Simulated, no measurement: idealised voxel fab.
The name of this process module is voxel spacer lines.
It is cross-section cut that appears here, measuring 155 nm in width, its square cells being 5 nm in size.
Format of a cross-section: grid, square cells. Given as bands. Order: top down. Band: one or more rows of cells. Heads up on the band format: heights come first, top then bottom, in nm. After that it's the materials left to right, each with its width in nm. A single material flagged "all across" fills the whole band edge to edge, and "blank" means there's empty space there. Where do heights start? At 0: under that level the wafer as delivered is made of one material only. And the lowest band has no floor; it just carries on downward, as in "top 0, no bottom". Graded width ("30->40"): value in top row of band = first number; value in bottom row = second number; row-to-row change constant. It should be understood that the words "remained unchanged", when stated for a given step, signify that the cross-section underwent no change in any of its cells during that step. The list in "Enclosed empty spaces" covers empty spaces of 8 cells or more that cannot reach the top through any open way, and it gives each as width x height at distance; the distance is from the left edge, and width, height and distance are in nm. Text after the settings on a step's line: the simulator's own remark on that step. A step's line can hold "overlay nm"; with a mask on that step, the setting says how far right of the planned place the mask lay, while a negative setting says it lay to the left.
Planned step list for the process:
| 1 | RECEIVE,material Si |
| 2 | CONFORMAL_DEP,material Al2O3,thk nm 5 |
| 3 | DIRECTIONAL_DEP,material W,thk nm 20 |
| 4 | DIRECTIONAL_DEP,material polySi,thk nm 25 |
| 5 | PATTERN,tone cover,mask id MANDREL,material resist,width nm 15,pitch nm 50,thk nm 30,overlay nm 0 |
| 6 | DIRECTIONAL_ETCH,etch materials polySi,depth nm 25 |
| 7 | STRIP,etch materials resist |
| 8 | CONFORMAL_DEP,material SiO2,thk nm 10 |
| 9 | DIRECTIONAL_ETCH,etch materials SiO2,depth nm 10 |
| 10 | STRIP,etch materials polySi |
| 11 | DIRECTIONAL_ETCH,etch materials W,depth nm 20 |
| 12 | STRIP,etch materials SiO2 |
| 13 | FILL_DEP,material SiO2,thk nm 5 |
| 14 | CMP,height nm 25 |
The cross-section here shows the wafer as received, i.e. in its state after step 1:
> top 0, no bottom = Si all across
> Enclosed empty spaces: none
Wafer cross-section at end of module: start and plan as shown above, one execution error:
> top 25, bottom 5 = SiO2 5 nm, then W 10 nm, then SiO2 25 nm, then W 10 nm, then SiO2 5 nm, then W 10 nm, then SiO2 25 nm, then W 10 nm, then SiO2 5 nm, then W 10 nm, then SiO2 25 nm, then W 10 nm, then SiO2 5 nm
> top 5, bottom 0 = Al2O3 all across
> top 0, no bottom = Si all across
> Enclosed empty spaces: none
Finding, execution versus plan: step 5 was not run as planned; what actually ran was PATTERN,tone cover,mask id MANDREL,material resist,width nm 25,pitch nm 50,thk nm 30,overlay nm 0
